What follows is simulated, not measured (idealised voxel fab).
process module | voxel wiring stack
cross-section cut | 260 nm wide | cells 5 nm
A cross-section is a grid of square cells, given in bands from the top down. A band is one or more rows of cells.
Each band's line starts with the height of the band's top and of its bottom, in nm. Then come its materials from left to right, each with its width in nm. One material with "throughout" fills the band from edge to edge. "air" is empty space.
Height 0 is the level under which the wafer as received is all one material. The lowest band goes on downwards, as in "0 down".
A width such as "30 to 40" changes by the same amount from each row of cells to the next, from the band's top row to its bottom row.
"no change" after a step means that no cell of the cross-section changed.
closed voids: empty space of 8 cells or more with no open way to the top, each as width x height at its distance from the left edge, in nm
after a step's settings: what the simulator itself notes on the step
overlay nm, on a step with a mask: how far to the right of its planned place the mask lay; to the left if negative
plan
1 op RECEIVE | material Si
2 op CONFORMAL_DEP | material SiO2 | thk nm 15
3 op DIRECTIONAL_DEP | material TiN | thk nm 5
4 op DIRECTIONAL_DEP | material W | thk nm 20
5 op PATTERN | tone cover | mask id METAL_1 | material resist | width nm 20 | pitch nm 45 | thk nm 15 | overlay nm 0
6 op DIRECTIONAL_ETCH | etch materials W | depth nm 20
7 op DIRECTIONAL_ETCH | etch materials TiN | depth nm 5
8 op STRIP | etch materials resist
9 op FILL_DEP | material SiO2 | thk nm 10
10 op CMP | height nm 40
11 op CONFORMAL_DEP | material SiCN | thk nm 5
12 op DIRECTIONAL_DEP | material lowk | thk nm 30
13 op DIRECTIONAL_DEP | material aC | thk nm 10
14 op PATTERN | tone open | mask id METAL_2_HOLES | material resist | width nm 15 | pitch nm 90 | thk nm 30 | overlay nm 0
15 op DIRECTIONAL_ETCH | etch materials aC | depth nm 10
16 op STRIP | etch materials resist
17 op DIRECTIONAL_ETCH | etch materials lowk | depth nm 30
18 op STRIP | etch materials aC
19 op PATTERN | tone open | mask id METAL_2 | material resist | width nm 20 | pitch nm 45 | thk nm 15 | overlay nm 0
20 op DIRECTIONAL_ETCH | etch materials lowk | depth nm 20
21 op DIRECTIONAL_ETCH | etch materials SiCN | depth nm 5
22 op STRIP | etch materials resist
23 op CONFORMAL_DEP | material TiN | thk nm 5
24 op FILL_DEP | material Ru | thk nm 5
25 op CMP | height nm 75
26 op CONFORMAL_DEP | material SiCN | thk nm 5
27 op DIRECTIONAL_DEP | material lowk | thk nm 10
28 op DIRECTIONAL_DEP | material aC | thk nm 15
29 op PATTERN | tone open | mask id PLUG_2 | material resist | width nm 15 | pitch nm 45 | thk nm 30 | overlay nm 0
30 op DIRECTIONAL_ETCH | etch materials aC | depth nm 15
31 op STRIP | etch materials resist
32 op DIRECTIONAL_ETCH | etch materials lowk | depth nm 10
33 op DIRECTIONAL_ETCH | etch materials SiCN | depth nm 5
34 op STRIP | etch materials aC
35 op CONFORMAL_DEP | material TiN | thk nm 5
36 op FILL_DEP | material Ru | thk nm 10
37 op CMP | height nm 90
38 op DIRECTIONAL_DEP | material TiN | thk nm 5
39 op DIRECTIONAL_DEP | material W | thk nm 15
40 op PATTERN | tone cover | mask id METAL_3 | material resist | width nm 20 | pitch nm 45 | thk nm 15 | overlay nm 0
41 op DIRECTIONAL_ETCH | etch materials W | depth nm 15
42 op DIRECTIONAL_ETCH | etch materials TiN | depth nm 5
43 op STRIP | etch materials resist
44 op FILL_DEP | material lowk | thk nm 5
45 op CMP | height nm 110
46 op CONFORMAL_DEP | material SiN | thk nm 5
as received, after step 1
  0 down: Si throughout
  closed voids: none
a wafer at the end: this start, this plan, one mistake
  115 to 110: SiN throughout
  110 to 105: lowk 50 | TiN 20 | lowk 25 | TiN 20 | lowk 25 | TiN 20 | lowk 25 | TiN 20 | lowk 55
  105 to 90: W throughout
  90 to 80: lowk 50 | TiN 5 | Ru 5 | TiN 5 | lowk 30 | TiN 5 | Ru 5 | TiN 5 | lowk 30 | TiN 5 | Ru 5 | TiN 5 | lowk 30 | TiN 5 | Ru 5 | TiN 5 | lowk 60
  80 to 75: SiCN 50 | TiN 15 | SiCN 30 | TiN 15 | SiCN 30 | TiN 15 | SiCN 30 | TiN 15 | SiCN 60
  75 to 60: lowk 50 | TiN 5 | Ru 10 | TiN 5 | lowk 25 | TiN 5 | Ru 10 | TiN 5 | lowk 25 | TiN 5 | Ru 10 | TiN 5 | lowk 25 | TiN 5 | Ru 10 | TiN 5 | lowk 55
  60 to 55: lowk 50 | TiN 5 | Ru 5 | TiN 10 | lowk 25 | TiN 20 | lowk 25 | TiN 5 | Ru 5 | TiN 10 | lowk 25 | TiN 20 | lowk 55
  55 to 45: lowk 50 | TiN 5 | Ru 5 | TiN 5 | lowk 75 | TiN 5 | Ru 5 | TiN 5 | lowk 105
  45 to 40: SiCN 50 | TiN 15 | SiCN 75 | TiN 15 | SiCN 105
  40 to 20: SiO2 50 | W 20 | SiO2 25 | W 20 | SiO2 25 | W 20 | SiO2 25 | W 20 | SiO2 55
  20 to 15: SiO2 50 | TiN 20 | SiO2 25 | TiN 20 | SiO2 25 | TiN 20 | SiO2 25 | TiN 20 | SiO2 55
  15 to 0: SiO2 throughout
  0 down: Si throughout
  closed voids: none
what went wrong: steps 38 and 39 were swapped
